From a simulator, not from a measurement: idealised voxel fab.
process module | voxel self aligned vias
cross-section cut | 255 nm wide | cells 5 nm
A cross-section is a grid of square cells, given in bands from the top down. A band is one or more rows of cells.
Each band's line starts with the height of the band's top and of its bottom, in nm. Then come its materials from left to right, each with its width in nm. One material with "throughout" fills the band from edge to edge. "air" is empty space.
Height 0 is the level under which the wafer as received is all one material. The lowest band goes on downwards, as in "0 down".
A width such as "30 to 40" changes by the same amount from each row of cells to the next, from the band's top row to its bottom row.
"no change" after a step means that no cell of the cross-section changed.
closed voids: empty space of 8 cells or more with no open way to the top, each as width x height at its distance from the left edge, in nm
after a step's settings: what the simulator itself notes on the step
overlay nm, on a step with a mask: how far to the right of its planned place the mask lay; to the left if negative
plan
1 op RECEIVE | material Si
2 op CONFORMAL_DEP | material SiO2 | thk nm 10
3 op CONFORMAL_DEP | material SiCN | thk nm 5
4 op DIRECTIONAL_DEP | material SiO2 | thk nm 25
5 op MASKED_ETCH | tone open | mask id LINES | width nm 25 | pitch nm 60 | etch materials SiO2 | depth nm 25 | overlay nm 0
6 op CONFORMAL_DEP | material TiN | thk nm 5
7 op FILL_DEP | material W | thk nm 5
8 op CMP | height nm 40
9 op SELECTIVE_ETCH | etch materials W Ru TiN | depth nm 10
10 op FILL_DEP | material SiN | thk nm 10
11 op CMP | height nm 40
12 op DIRECTIONAL_DEP | material SiO2 | thk nm 20
13 op MASKED_ETCH | tone open | mask id VIAS | width nm 45 | pitch nm 120 | etch materials SiO2 | depth nm 20 | overlay nm 0
14 op MASKED_ETCH | tone open | mask id VIAS | width nm 45 | pitch nm 120 | etch materials SiN | depth nm 10 | overlay nm 0
15 op CONFORMAL_DEP | material TiN | thk nm 5
16 op FILL_DEP | material Cu | thk nm 5
17 op CMP | height nm 60
18 op CONFORMAL_DEP | material SiCN | thk nm 5
as received, after step 1
  0 down: Si throughout
  closed voids: none
a wafer at the end: this start, this plan, one mistake
  65 to 60: SiCN throughout
  60 to 45: SiO2 45 | TiN 5 | Cu 35 | TiN 5 | SiO2 75 | TiN 5 | Cu 35 | TiN 5 | SiO2 45
  45 to 40: SiO2 45 | TiN 20 | Cu 5 | TiN 20 | SiO2 75 | TiN 20 | Cu 5 | TiN 20 | SiO2 45
  40 to 35: SiO2 55 | Cu 5 | TiN 5 | Cu 5 | TiN 5 | Cu 5 | SiO2 35 | Cu 5 | SiN 15 | Cu 5 | SiO2 35 | Cu 5 | TiN 5 | Cu 5 | TiN 5 | Cu 5 | SiO2 55
  35 to 30: SiO2 55 | Cu 5 | TiN 15 | Cu 5 | SiO2 35 | Cu 5 | SiN 15 | Cu 5 | SiO2 35 | Cu 5 | TiN 15 | Cu 5 | SiO2 55
  30 to 20: SiO2 55 | Cu 5 | W 15 | Cu 5 | SiO2 35 | Cu 5 | W 15 | Cu 5 | SiO2 35 | Cu 5 | W 15 | Cu 5 | SiO2 55
  20 to 15: SiO2 55 | Cu 25 | SiO2 35 | Cu 25 | SiO2 35 | Cu 25 | SiO2 55
  15 to 10: SiCN throughout
  10 to 0: SiO2 throughout
  0 down: Si throughout
  closed voids: none
what went wrong: step 6 ran as: op CONFORMAL_DEP | material Cu | thk nm 5
